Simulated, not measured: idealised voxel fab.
process module | voxel lift off
cross-section cut | 295 nm wide | cells 5 nm
A cross-section is a grid of square cells, given in bands from the top down. A band is one or more rows of cells.
Each band's line starts with the height of the band's top and of its bottom, in nm. Then come its materials from left to right, each with its width in nm. One material with "throughout" fills the band from edge to edge. "air" is empty space.
Height 0 is the level under which the wafer as received is all one material. The lowest band goes on downwards, as in "0 down".
A width such as "30 to 40" changes by the same amount from each row of cells to the next, from the band's top row to its bottom row.
"no change" after a step means that no cell of the cross-section changed.
closed voids: empty space of 8 cells or more with no open way to the top, each as width x height at its distance from the left edge, in nm
after a step's settings: what the simulator itself notes on the step
overlay nm, on a step with a mask: how far to the right of its planned place the mask lay; to the left if negative
plan
1 op RECEIVE | material Si
2 op CONFORMAL_DEP | material SiO2 | thk nm 15
3 op PATTERN | tone open | mask id LINES | material resist | width nm 20 | pitch nm 40 | thk nm 15 | overlay nm 0
4 op DIRECTIONAL_DEP | material Ru | thk nm 5
5 op STRIP | etch materials resist
6 op CONFORMAL_DEP | material SiCN | thk nm 5
as received, after step 1
  0 down: Si throughout
  closed voids: none
a wafer at the end: this start, this plan, one mistake
  35 to 30: air 110 | SiCN 30 | air 10 | SiCN 30 | air 115
  30 to 25: SiCN 115 | Ru 20 | SiCN 20 | Ru 20 | SiCN 120
  25 to 0: SiO2 throughout
  0 down: Si throughout
  closed voids: none
what went wrong: step 2 ran as: op CONFORMAL_DEP | material SiO2 | thk nm 25
